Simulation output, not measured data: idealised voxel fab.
Title: Process Module voxel air gaps
Xsec cut, 300 nm wide, square cell size 5 nm.
Heads up, the way a cross-section reads in here is a grid of square cells, handed over as bands from the top down, with every band being one or more rows of cells. Within each band entry, the heights of the top and of the bottom of the band appear first, in that order and in nm; the materials of the band then follow from left to right, each with its corresponding width in nm. The designation "edge to edge" on a single material indicates that it fills the band from edge to edge; the designation "empty" indicates empty space. Height 0 is the level under which the wafer as received is all one material. The lowest band goes on downwards, as in "0 nm and below". Top row gets the first number, bottom row gets the second, and each row in between changes by the same step: that is how a band width like "30 to 40" works. Step marked "changes: none"? Then no cell in the cross-section changed in it. Basically, "Enclosed void entries" tells you about the enclosed voids: empty spaces with no open way to the top, 8 cells or bigger, each written width x height at distance, where distance is from the left edge, all in nm. If you see something after the settings on a step's line, that's the simulator's own remark about that step. overlay nm: mask right of planned place by this much (step with mask). Neg. = left.
PROCESS STEPS - PLAN
step 1: RECEIVE, material Si
step 2: CONFORMAL_DEP, material SiO2, thk nm 15
step 3: CONFORMAL_DEP, material SiN, thk nm 5
step 4: DIRECTIONAL_DEP, material lowk, thk nm 30
step 5: MASKED_ETCH, tone open, mask id LINES, width nm 25, pitch nm 55, etch materials lowk, depth nm 30, overlay nm 0
step 6: CONFORMAL_DEP, material TiN, thk nm 5
step 7: FILL_DEP, material Ru, thk nm 5
step 8: CMP, height nm 50
step 9: EPI, material Ru, thk nm 10
step 10: SELECTIVE_ETCH, etch materials lowk, depth nm 40
step 11: CONFORMAL_DEP, material SiN, thk nm 5
AS RECEIVED (POST STEP 1): CROSS-SECTION
  0 nm and below: Si edge to edge
  Enclosed void entries: none
RESULT OF THE MODULE, CROSS-SECTIONED: START PER ABOVE, PLAN PER ABOVE, ONE ERROR IN HOW IT WAS RUN
  65 nm to 60 nm: SiN edge to edge
  60 nm to 50 nm: 90 of Ru / 5 of SiN / 50 of Ru / 5 of SiN / 50 of Ru / 5 of SiN / 95 of Ru
  50 nm to 45 nm: 75 of Ru / 5 of TiN / 25 of SiN / 5 of TiN / 20 of Ru / 5 of TiN / 25 of SiN / 5 of TiN / 20 of Ru / 5 of TiN / 25 of SiN / 5 of TiN / 80 of Ru
  45 nm to 25 nm: 75 of Ru / 5 of TiN / 5 of SiN / 15 of empty / 5 of SiN / 5 of TiN / 20 of Ru / 5 of TiN / 5 of SiN / 15 of empty / 5 of SiN / 5 of TiN / 20 of Ru / 5 of TiN / 5 of SiN / 15 of empty / 5 of SiN / 5 of TiN / 80 of Ru
  25 nm to 20 nm: 80 of TiN / 25 of SiN / 30 of TiN / 25 of SiN / 30 of TiN / 25 of SiN / 85 of TiN
  20 nm to 15 nm: SiN edge to edge
  15 nm to 0 nm: SiO2 edge to edge
  0 nm and below: Si edge to edge
  Enclosed void entries: 15 x 20 at 85; 15 x 20 at 140; 15 x 20 at 195
Where did the run depart from the plan? step 5 was run on a setting that differed from the plan, and what really ran there is MASKED_ETCH, tone cover, mask id LINES, width nm 25, pitch nm 55, etch materials lowk, depth nm 30, overlay nm 0
